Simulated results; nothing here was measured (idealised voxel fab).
process module | voxel wiring stack
cross-section cut | 205 nm wide | cells 5 nm
A cross-section is a grid of square cells, given in bands from the top down. A band is one or more rows of cells.
Each band's line starts with the height of the band's top and of its bottom, in nm. Then come its materials from left to right, each with its width in nm. One material with "throughout" fills the band from edge to edge. "air" is empty space.
Height 0 is the level under which the wafer as received is all one material. The lowest band goes on downwards, as in "0 down".
A width such as "30 to 40" changes by the same amount from each row of cells to the next, from the band's top row to its bottom row.
"no change" after a step means that no cell of the cross-section changed.
closed voids: empty space of 8 cells or more with no open way to the top, each as width x height at its distance from the left edge, in nm
after a step's settings: what the simulator itself notes on the step
overlay nm, on a step with a mask: how far to the right of its planned place the mask lay; to the left if negative
plan
1 op RECEIVE | material Si
2 op CONFORMAL_DEP | material SiO2 | thk nm 10
3 op DIRECTIONAL_DEP | material TiN | thk nm 5
4 op DIRECTIONAL_DEP | material W | thk nm 20
5 op PATTERN | tone cover | mask id METAL_1 | material resist | width nm 30 | pitch nm 50 | thk nm 20 | overlay nm 0
6 op DIRECTIONAL_ETCH | etch materials W | depth nm 20
7 op DIRECTIONAL_ETCH | etch materials TiN | depth nm 5
8 op STRIP | etch materials resist
9 op FILL_DEP | material SiO2 | thk nm 10
10 op CMP | height nm 35
11 op CONFORMAL_DEP | material SiCN | thk nm 5
12 op DIRECTIONAL_DEP | material lowk | thk nm 30
13 op PATTERN | tone open | mask id METAL_2_HOLES | material resist | width nm 15 | pitch nm 50 | thk nm 20 | overlay nm 0
14 op DIRECTIONAL_ETCH | etch materials lowk | depth nm 30
15 op STRIP | etch materials resist
16 op PATTERN | tone open | mask id METAL_2 | material resist | width nm 30 | pitch nm 50 | thk nm 15 | overlay nm 0
17 op DIRECTIONAL_ETCH | etch materials lowk | depth nm 15
18 op DIRECTIONAL_ETCH | etch materials SiCN | depth nm 5
19 op STRIP | etch materials resist
20 op CONFORMAL_DEP | material TiN | thk nm 5
21 op FILL_DEP | material Ru | thk nm 5
22 op CMP | height nm 70
23 op CONFORMAL_DEP | material SiCN | thk nm 5
24 op DIRECTIONAL_DEP | material SiO2 | thk nm 25
25 op PATTERN | tone open | mask id METAL_3_HOLES | material resist | width nm 15 | pitch nm 50 | thk nm 20 | overlay nm 0
26 op DIRECTIONAL_ETCH | etch materials SiO2 | depth nm 25
27 op STRIP | etch materials resist
28 op DIRECTIONAL_DEP | material aC | thk nm 15
29 op PATTERN | tone open | mask id METAL_3 | material resist | width nm 30 | pitch nm 50 | thk nm 35 | overlay nm 0
30 op DIRECTIONAL_ETCH | etch materials aC | depth nm 15
31 op STRIP | etch materials resist
32 op DIRECTIONAL_ETCH | etch materials SiO2 | depth nm 15
33 op DIRECTIONAL_ETCH | etch materials SiCN | depth nm 5
34 op STRIP | etch materials aC
35 op CONFORMAL_DEP | material TiN | thk nm 5
36 op FILL_DEP | material Cu | thk nm 10
37 op CMP | height nm 100
38 op CONFORMAL_DEP | material SiCN | thk nm 5
39 op DIRECTIONAL_DEP | material lowk | thk nm 35
40 op DIRECTIONAL_DEP | material aC | thk nm 15
41 op PATTERN | tone open | mask id METAL_4 | material resist | width nm 30 | pitch nm 50 | thk nm 30 | overlay nm 0
42 op DIRECTIONAL_ETCH | etch materials aC | depth nm 15
43 op STRIP | etch materials resist
44 op DIRECTIONAL_ETCH | etch materials lowk | depth nm 20
45 op STRIP | etch materials aC
46 op PATTERN | tone open | mask id METAL_4_HOLES | material resist | width nm 15 | pitch nm 50 | thk nm 20 | overlay nm 0
47 op DIRECTIONAL_ETCH | etch materials lowk | depth nm 15
48 op DIRECTIONAL_ETCH | etch materials SiCN | depth nm 5
49 op STRIP | etch materials resist
50 op CONFORMAL_DEP | material TiN | thk nm 5
51 op FILL_DEP | material Ru | thk nm 5
52 op CMP | height nm 140
53 op CONFORMAL_DEP | material SiCN | thk nm 5
first wafer, as planned
as received, after step 1
  0 down: Si throughout
  closed voids: none
after step 2
  10 to 0: SiO2 throughout
  below 0: unchanged
after step 3
  15 to 10: TiN throughout
  below 10: unchanged
after step 4
  35 to 15: W throughout
  below 15: unchanged
after step 5
  55 to 35: air 60 | resist 30 | air 20 | resist 30 | air 65
  below 35: unchanged
after step 6
  55 to 35: air 60 | resist 30 | air 20 | resist 30 | air 65
  35 to 15: air 60 | W 30 | air 20 | W 30 | air 65
  below 15: unchanged
after step 7
  55 to 35: air 60 | resist 30 | air 20 | resist 30 | air 65
  35 to 15: air 60 | W 30 | air 20 | W 30 | air 65
  15 to 10: air 60 | TiN 30 | air 20 | TiN 30 | air 65
  below 10: unchanged
after step 8
  35 to 15: air 60 | W 30 | air 20 | W 30 | air 65
  below 15: unchanged
after step 9
  45 to 35: SiO2 throughout
  35 to 15: SiO2 60 | W 30 | SiO2 20 | W 30 | SiO2 65
  15 to 10: SiO2 60 | TiN 30 | SiO2 20 | TiN 30 | SiO2 65
  below 10: unchanged
after step 10
  35 to 15: SiO2 60 | W 30 | SiO2 20 | W 30 | SiO2 65
  below 15: unchanged
after step 11
  40 to 35: SiCN throughout
  below 35: unchanged
after step 12
  70 to 40: lowk throughout
  below 40: unchanged
after step 13
  90 to 70: resist 60 | air 15 | resist 35 | air 15 | resist 80
  below 70: unchanged
after step 14
  90 to 70: resist 60 | air 15 | resist 35 | air 15 | resist 80
  70 to 40: lowk 60 | air 15 | lowk 35 | air 15 | lowk 80
  below 40: unchanged
after step 15
  70 to 40: lowk 60 | air 15 | lowk 35 | air 15 | lowk 80
  below 40: unchanged
after step 16
  85 to 70: resist 60 | air 30 | resist 20 | air 30 | resist 65
  below 70: unchanged
after step 17
  85 to 70: resist 60 | air 30 | resist 20 | air 30 | resist 65
  70 to 55: lowk 60 | air 30 | lowk 20 | air 30 | lowk 65
  below 55: unchanged
after step 18
  85 to 70: resist 60 | air 30 | resist 20 | air 30 | resist 65
  70 to 55: lowk 60 | air 30 | lowk 20 | air 30 | lowk 65
  55 to 40: lowk 60 | air 15 | lowk 35 | air 15 | lowk 80
  40 to 35: SiCN 60 | air 15 | SiCN 35 | air 15 | SiCN 80
  below 35: unchanged
after step 19
  70 to 55: lowk 60 | air 30 | lowk 20 | air 30 | lowk 65
  below 55: unchanged
after step 20
  75 to 70: TiN 65 | air 20 | TiN 30 | air 20 | TiN 70
  70 to 60: lowk 60 | TiN 5 | air 20 | TiN 5 | lowk 20 | TiN 5 | air 20 | TiN 5 | lowk 65
  60 to 55: lowk 60 | TiN 5 | air 5 | TiN 20 | lowk 20 | TiN 5 | air 5 | TiN 20 | lowk 65
  55 to 40: lowk 60 | TiN 5 | air 5 | TiN 5 | lowk 35 | TiN 5 | air 5 | TiN 5 | lowk 80
  40 to 35: SiCN 60 | TiN 15 | SiCN 35 | TiN 15 | SiCN 80
  below 35: unchanged
after step 21
  80 to 75: Ru throughout
  75 to 70: TiN 65 | Ru 20 | TiN 30 | Ru 20 | TiN 70
  70 to 60: lowk 60 | TiN 5 | Ru 20 | TiN 5 | lowk 20 | TiN 5 | Ru 20 | TiN 5 | lowk 65
  60 to 55: lowk 60 | TiN 5 | Ru 5 | TiN 20 | lowk 20 | TiN 5 | Ru 5 | TiN 20 | lowk 65
  55 to 40: lowk 60 | TiN 5 | Ru 5 | TiN 5 | lowk 35 | TiN 5 | Ru 5 | TiN 5 | lowk 80
  below 40: unchanged
after step 22
  70 to 60: lowk 60 | TiN 5 | Ru 20 | TiN 5 | lowk 20 | TiN 5 | Ru 20 | TiN 5 | lowk 65
  below 60: unchanged
after step 23
  75 to 70: SiCN throughout
  below 70: unchanged
after step 24
  100 to 75: SiO2 throughout
  below 75: unchanged
after step 25
  120 to 100: resist 60 | air 15 | resist 35 | air 15 | resist 80
  below 100: unchanged
after step 26
  120 to 100: resist 60 | air 15 | resist 35 | air 15 | resist 80
  100 to 75: SiO2 60 | air 15 | SiO2 35 | air 15 | SiO2 80
  below 75: unchanged
after step 27
  100 to 75: SiO2 60 | air 15 | SiO2 35 | air 15 | SiO2 80
  below 75: unchanged
after step 28
  115 to 100: aC 60 | air 15 | aC 35 | air 15 | aC 80
  100 to 90: SiO2 60 | air 15 | SiO2 35 | air 15 | SiO2 80
  90 to 75: SiO2 60 | aC 15 | SiO2 35 | aC 15 | SiO2 80
  below 75: unchanged
after step 29
  150 to 115: resist 60 | air 30 | resist 20 | air 30 | resist 65
  below 115: unchanged
after step 30
  135 to 115: resist 60 | air 30 | resist 20 | air 30 | resist 65
  115 to 100: aC 60 | air 30 | aC 20 | air 30 | aC 65
  100 to 75: SiO2 60 | air 15 | SiO2 35 | air 15 | SiO2 80
  below 75: unchanged
after step 31
  115 to 100: aC 60 | air 30 | aC 20 | air 30 | aC 65
  below 100: unchanged
after step 32
  115 to 100: aC 60 | air 30 | aC 20 | air 30 | aC 65
  100 to 85: SiO2 60 | air 30 | SiO2 20 | air 30 | SiO2 65
  below 85: unchanged
after step 33
  115 to 100: aC 60 | air 30 | aC 20 | air 30 | aC 65
  100 to 85: SiO2 60 | air 30 | SiO2 20 | air 30 | SiO2 65
  85 to 75: SiO2 60 | air 15 | SiO2 35 | air 15 | SiO2 80
  75 to 70: SiCN 60 | air 15 | SiCN 35 | air 15 | SiCN 80
  below 70: unchanged
after step 34
  100 to 85: SiO2 60 | air 30 | SiO2 20 | air 30 | SiO2 65
  below 85: unchanged
after step 35
  105 to 100: TiN 65 | air 20 | TiN 30 | air 20 | TiN 70
  100 to 90: SiO2 60 | TiN 5 | air 20 | TiN 5 | SiO2 20 | TiN 5 | air 20 | TiN 5 | SiO2 65
  90 to 85: SiO2 60 | TiN 5 | air 5 | TiN 20 | SiO2 20 | TiN 5 | air 5 | TiN 20 | SiO2 65
  85 to 75: SiO2 60 | TiN 5 | air 5 | TiN 5 | SiO2 35 | TiN 5 | air 5 | TiN 5 | SiO2 80
  75 to 70: SiCN 60 | TiN 15 | SiCN 35 | TiN 15 | SiCN 80
  below 70: unchanged
after step 36
  115 to 105: Cu throughout
  105 to 100: TiN 65 | Cu 20 | TiN 30 | Cu 20 | TiN 70
  100 to 90: SiO2 60 | TiN 5 | Cu 20 | TiN 5 | SiO2 20 | TiN 5 | Cu 20 | TiN 5 | SiO2 65
  90 to 85: SiO2 60 | TiN 5 | Cu 5 | TiN 20 | SiO2 20 | TiN 5 | Cu 5 | TiN 20 | SiO2 65
  85 to 75: SiO2 60 | TiN 5 | Cu 5 | TiN 5 | SiO2 35 | TiN 5 | Cu 5 | TiN 5 | SiO2 80
  below 75: unchanged
after step 37
  100 to 90: SiO2 60 | TiN 5 | Cu 20 | TiN 5 | SiO2 20 | TiN 5 | Cu 20 | TiN 5 | SiO2 65
  below 90: unchanged
after step 38
  105 to 100: SiCN throughout
  below 100: unchanged
after step 39
  140 to 105: lowk throughout
  below 105: unchanged
after step 40
  155 to 140: aC throughout
  below 140: unchanged
after step 41
  185 to 155: resist 60 | air 30 | resist 20 | air 30 | resist 65
  below 155: unchanged
after step 42
  170 to 155: resist 60 | air 30 | resist 20 | air 30 | resist 65
  155 to 140: aC 60 | air 30 | aC 20 | air 30 | aC 65
  below 140: unchanged
after step 43
  155 to 140: aC 60 | air 30 | aC 20 | air 30 | aC 65
  below 140: unchanged
after step 44
  155 to 140: aC 60 | air 30 | aC 20 | air 30 | aC 65
  140 to 120: lowk 60 | air 30 | lowk 20 | air 30 | lowk 65
  below 120: unchanged
after step 45
  140 to 120: lowk 60 | air 30 | lowk 20 | air 30 | lowk 65
  below 120: unchanged
after step 46
  160 to 140: resist 60 | air 15 | resist 35 | air 15 | resist 80
  140 to 120: lowk 60 | air 15 | resist 15 | lowk 20 | air 15 | resist 15 | lowk 65
  below 120: unchanged
after step 47
  160 to 140: resist 60 | air 15 | resist 35 | air 15 | resist 80
  140 to 120: lowk 60 | air 15 | resist 15 | lowk 20 | air 15 | resist 15 | lowk 65
  120 to 105: lowk 60 | air 15 | lowk 35 | air 15 | lowk 80
  below 105: unchanged
after step 48
  160 to 140: resist 60 | air 15 | resist 35 | air 15 | resist 80
  140 to 120: lowk 60 | air 15 | resist 15 | lowk 20 | air 15 | resist 15 | lowk 65
  120 to 105: lowk 60 | air 15 | lowk 35 | air 15 | lowk 80
  105 to 100: SiCN 60 | air 15 | SiCN 35 | air 15 | SiCN 80
  below 100: unchanged
after step 49
  140 to 120: lowk 60 | air 30 | lowk 20 | air 30 | lowk 65
  below 120: unchanged
after step 50
  145 to 140: TiN 65 | air 20 | TiN 30 | air 20 | TiN 70
  140 to 125: lowk 60 | TiN 5 | air 20 | TiN 5 | lowk 20 | TiN 5 | air 20 | TiN 5 | lowk 65
  125 to 120: lowk 60 | TiN 5 | air 5 | TiN 20 | lowk 20 | TiN 5 | air 5 | TiN 20 | lowk 65
  120 to 105: lowk 60 | TiN 5 | air 5 | TiN 5 | lowk 35 | TiN 5 | air 5 | TiN 5 | lowk 80
  105 to 100: SiCN 60 | TiN 15 | SiCN 35 | TiN 15 | SiCN 80
  below 100: unchanged
after step 51
  150 to 145: Ru throughout
  145 to 140: TiN 65 | Ru 20 | TiN 30 | Ru 20 | TiN 70
  140 to 125: lowk 60 | TiN 5 | Ru 20 | TiN 5 | lowk 20 | TiN 5 | Ru 20 | TiN 5 | lowk 65
  125 to 120: lowk 60 | TiN 5 | Ru 5 | TiN 20 | lowk 20 | TiN 5 | Ru 5 | TiN 20 | lowk 65
  120 to 105: lowk 60 | TiN 5 | Ru 5 | TiN 5 | lowk 35 | TiN 5 | Ru 5 | TiN 5 | lowk 80
  below 105: unchanged
after step 52
  140 to 125: lowk 60 | TiN 5 | Ru 20 | TiN 5 | lowk 20 | TiN 5 | Ru 20 | TiN 5 | lowk 65
  below 125: unchanged
after step 53
  145 to 140: SiCN throughout
  below 140: unchanged
second wafer: like start, like plan, one mistake. Through step 8 it matches the first wafer
when step 9 should have ended
  45 to 35: Ru throughout
  35 to 15: Ru 60 | W 30 | Ru 20 | W 30 | Ru 65
  15 to 10: Ru 60 | TiN 30 | Ru 20 | TiN 30 | Ru 65
  below 10: unchanged
when step 10 should have ended
  35 to 15: Ru 60 | W 30 | Ru 20 | W 30 | Ru 65
  below 15: unchanged
when step 11 should have ended
  40 to 35: SiCN throughout
  below 35: unchanged
when step 12 should have ended
  70 to 40: lowk throughout
  below 40: unchanged
when step 13 should have ended
  90 to 70: resist 60 | air 15 | resist 35 | air 15 | resist 80
  below 70: unchanged
when step 14 should have ended
  90 to 70: resist 60 | air 15 | resist 35 | air 15 | resist 80
  70 to 40: lowk 60 | air 15 | lowk 35 | air 15 | lowk 80
  below 40: unchanged
when step 15 should have ended
  70 to 40: lowk 60 | air 15 | lowk 35 | air 15 | lowk 80
  below 40: unchanged
when step 16 should have ended
  85 to 70: resist 60 | air 30 | resist 20 | air 30 | resist 65
  below 70: unchanged
when step 17 should have ended
  85 to 70: resist 60 | air 30 | resist 20 | air 30 | resist 65
  70 to 55: lowk 60 | air 30 | lowk 20 | air 30 | lowk 65
  below 55: unchanged
when step 18 should have ended
  85 to 70: resist 60 | air 30 | resist 20 | air 30 | resist 65
  70 to 55: lowk 60 | air 30 | lowk 20 | air 30 | lowk 65
  55 to 40: lowk 60 | air 15 | lowk 35 | air 15 | lowk 80
  40 to 35: SiCN 60 | air 15 | SiCN 35 | air 15 | SiCN 80
  below 35: unchanged
when step 19 should have ended
  70 to 55: lowk 60 | air 30 | lowk 20 | air 30 | lowk 65
  below 55: unchanged
when step 20 should have ended
  75 to 70: TiN 65 | air 20 | TiN 30 | air 20 | TiN 70
  70 to 60: lowk 60 | TiN 5 | air 20 | TiN 5 | lowk 20 | TiN 5 | air 20 | TiN 5 | lowk 65
  60 to 55: lowk 60 | TiN 5 | air 5 | TiN 20 | lowk 20 | TiN 5 | air 5 | TiN 20 | lowk 65
  55 to 40: lowk 60 | TiN 5 | air 5 | TiN 5 | lowk 35 | TiN 5 | air 5 | TiN 5 | lowk 80
  40 to 35: SiCN 60 | TiN 15 | SiCN 35 | TiN 15 | SiCN 80
  below 35: unchanged
when step 21 should have ended
  80 to 75: Ru throughout
  75 to 70: TiN 65 | Ru 20 | TiN 30 | Ru 20 | TiN 70
  70 to 60: lowk 60 | TiN 5 | Ru 20 | TiN 5 | lowk 20 | TiN 5 | Ru 20 | TiN 5 | lowk 65
  60 to 55: lowk 60 | TiN 5 | Ru 5 | TiN 20 | lowk 20 | TiN 5 | Ru 5 | TiN 20 | lowk 65
  55 to 40: lowk 60 | TiN 5 | Ru 5 | TiN 5 | lowk 35 | TiN 5 | Ru 5 | TiN 5 | lowk 80
  below 40: unchanged
when step 22 should have ended
  70 to 60: lowk 60 | TiN 5 | Ru 20 | TiN 5 | lowk 20 | TiN 5 | Ru 20 | TiN 5 | lowk 65
  below 60: unchanged
when step 23 should have ended
  75 to 70: SiCN throughout
  below 70: unchanged
when step 24 should have ended
  100 to 75: SiO2 throughout
  below 75: unchanged
when step 25 should have ended
  120 to 100: resist 60 | air 15 | resist 35 | air 15 | resist 80
  below 100: unchanged
when step 26 should have ended
  120 to 100: resist 60 | air 15 | resist 35 | air 15 | resist 80
  100 to 75: SiO2 60 | air 15 | SiO2 35 | air 15 | SiO2 80
  below 75: unchanged
when step 27 should have ended
  100 to 75: SiO2 60 | air 15 | SiO2 35 | air 15 | SiO2 80
  below 75: unchanged
when step 28 should have ended
  115 to 100: aC 60 | air 15 | aC 35 | air 15 | aC 80
  100 to 90: SiO2 60 | air 15 | SiO2 35 | air 15 | SiO2 80
  90 to 75: SiO2 60 | aC 15 | SiO2 35 | aC 15 | SiO2 80
  below 75: unchanged
when step 29 should have ended
  150 to 115: resist 60 | air 30 | resist 20 | air 30 | resist 65
  below 115: unchanged
when step 30 should have ended
  135 to 115: resist 60 | air 30 | resist 20 | air 30 | resist 65
  115 to 100: aC 60 | air 30 | aC 20 | air 30 | aC 65
  100 to 75: SiO2 60 | air 15 | SiO2 35 | air 15 | SiO2 80
  below 75: unchanged
when step 31 should have ended
  115 to 100: aC 60 | air 30 | aC 20 | air 30 | aC 65
  below 100: unchanged
when step 32 should have ended
  115 to 100: aC 60 | air 30 | aC 20 | air 30 | aC 65
  100 to 85: SiO2 60 | air 30 | SiO2 20 | air 30 | SiO2 65
  below 85: unchanged
when step 33 should have ended
  115 to 100: aC 60 | air 30 | aC 20 | air 30 | aC 65
  100 to 85: SiO2 60 | air 30 | SiO2 20 | air 30 | SiO2 65
  85 to 75: SiO2 60 | air 15 | SiO2 35 | air 15 | SiO2 80
  75 to 70: SiCN 60 | air 15 | SiCN 35 | air 15 | SiCN 80
  below 70: unchanged
when step 34 should have ended
  100 to 85: SiO2 60 | air 30 | SiO2 20 | air 30 | SiO2 65
  below 85: unchanged
when step 35 should have ended
  105 to 100: TiN 65 | air 20 | TiN 30 | air 20 | TiN 70
  100 to 90: SiO2 60 | TiN 5 | air 20 | TiN 5 | SiO2 20 | TiN 5 | air 20 | TiN 5 | SiO2 65
  90 to 85: SiO2 60 | TiN 5 | air 5 | TiN 20 | SiO2 20 | TiN 5 | air 5 | TiN 20 | SiO2 65
  85 to 75: SiO2 60 | TiN 5 | air 5 | TiN 5 | SiO2 35 | TiN 5 | air 5 | TiN 5 | SiO2 80
  75 to 70: SiCN 60 | TiN 15 | SiCN 35 | TiN 15 | SiCN 80
  below 70: unchanged
when step 36 should have ended
  115 to 105: Cu throughout
  105 to 100: TiN 65 | Cu 20 | TiN 30 | Cu 20 | TiN 70
  100 to 90: SiO2 60 | TiN 5 | Cu 20 | TiN 5 | SiO2 20 | TiN 5 | Cu 20 | TiN 5 | SiO2 65
  90 to 85: SiO2 60 | TiN 5 | Cu 5 | TiN 20 | SiO2 20 | TiN 5 | Cu 5 | TiN 20 | SiO2 65
  85 to 75: SiO2 60 | TiN 5 | Cu 5 | TiN 5 | SiO2 35 | TiN 5 | Cu 5 | TiN 5 | SiO2 80
  below 75: unchanged
when step 37 should have ended
  100 to 90: SiO2 60 | TiN 5 | Cu 20 | TiN 5 | SiO2 20 | TiN 5 | Cu 20 | TiN 5 | SiO2 65
  below 90: unchanged
when step 38 should have ended
  105 to 100: SiCN throughout
  below 100: unchanged
when step 39 should have ended
  140 to 105: lowk throughout
  below 105: unchanged
when step 40 should have ended
  155 to 140: aC throughout
  below 140: unchanged
when step 41 should have ended
  185 to 155: resist 60 | air 30 | resist 20 | air 30 | resist 65
  below 155: unchanged
when step 42 should have ended
  170 to 155: resist 60 | air 30 | resist 20 | air 30 | resist 65
  155 to 140: aC 60 | air 30 | aC 20 | air 30 | aC 65
  below 140: unchanged
when step 43 should have ended
  155 to 140: aC 60 | air 30 | aC 20 | air 30 | aC 65
  below 140: unchanged
when step 44 should have ended
  155 to 140: aC 60 | air 30 | aC 20 | air 30 | aC 65
  140 to 120: lowk 60 | air 30 | lowk 20 | air 30 | lowk 65
  below 120: unchanged
when step 45 should have ended
  140 to 120: lowk 60 | air 30 | lowk 20 | air 30 | lowk 65
  below 120: unchanged
when step 46 should have ended
  160 to 140: resist 60 | air 15 | resist 35 | air 15 | resist 80
  140 to 120: lowk 60 | air 15 | resist 15 | lowk 20 | air 15 | resist 15 | lowk 65
  below 120: unchanged
when step 47 should have ended
  160 to 140: resist 60 | air 15 | resist 35 | air 15 | resist 80
  140 to 120: lowk 60 | air 15 | resist 15 | lowk 20 | air 15 | resist 15 | lowk 65
  120 to 105: lowk 60 | air 15 | lowk 35 | air 15 | lowk 80
  below 105: unchanged
when step 48 should have ended
  160 to 140: resist 60 | air 15 | resist 35 | air 15 | resist 80
  140 to 120: lowk 60 | air 15 | resist 15 | lowk 20 | air 15 | resist 15 | lowk 65
  120 to 105: lowk 60 | air 15 | lowk 35 | air 15 | lowk 80
  105 to 100: SiCN 60 | air 15 | SiCN 35 | air 15 | SiCN 80
  below 100: unchanged
when step 49 should have ended
  140 to 120: lowk 60 | air 30 | lowk 20 | air 30 | lowk 65
  below 120: unchanged
when step 50 should have ended
  145 to 140: TiN 65 | air 20 | TiN 30 | air 20 | TiN 70
  140 to 125: lowk 60 | TiN 5 | air 20 | TiN 5 | lowk 20 | TiN 5 | air 20 | TiN 5 | lowk 65
  125 to 120: lowk 60 | TiN 5 | air 5 | TiN 20 | lowk 20 | TiN 5 | air 5 | TiN 20 | lowk 65
  120 to 105: lowk 60 | TiN 5 | air 5 | TiN 5 | lowk 35 | TiN 5 | air 5 | TiN 5 | lowk 80
  105 to 100: SiCN 60 | TiN 15 | SiCN 35 | TiN 15 | SiCN 80
  below 100: unchanged
when step 51 should have ended
  150 to 145: Ru throughout
  145 to 140: TiN 65 | Ru 20 | TiN 30 | Ru 20 | TiN 70
  140 to 125: lowk 60 | TiN 5 | Ru 20 | TiN 5 | lowk 20 | TiN 5 | Ru 20 | TiN 5 | lowk 65
  125 to 120: lowk 60 | TiN 5 | Ru 5 | TiN 20 | lowk 20 | TiN 5 | Ru 5 | TiN 20 | lowk 65
  120 to 105: lowk 60 | TiN 5 | Ru 5 | TiN 5 | lowk 35 | TiN 5 | Ru 5 | TiN 5 | lowk 80
  below 105: unchanged
when step 52 should have ended
  140 to 125: lowk 60 | TiN 5 | Ru 20 | TiN 5 | lowk 20 | TiN 5 | Ru 20 | TiN 5 | lowk 65
  below 125: unchanged
when step 53 should have ended
  145 to 140: SiCN throughout
  below 140: unchanged
what went wrong: step 9 ran as: op FILL_DEP | material Ru | thk nm 10
at the end the second wafer has, in cells: 145 more of Ru | 145 fewer of SiO2
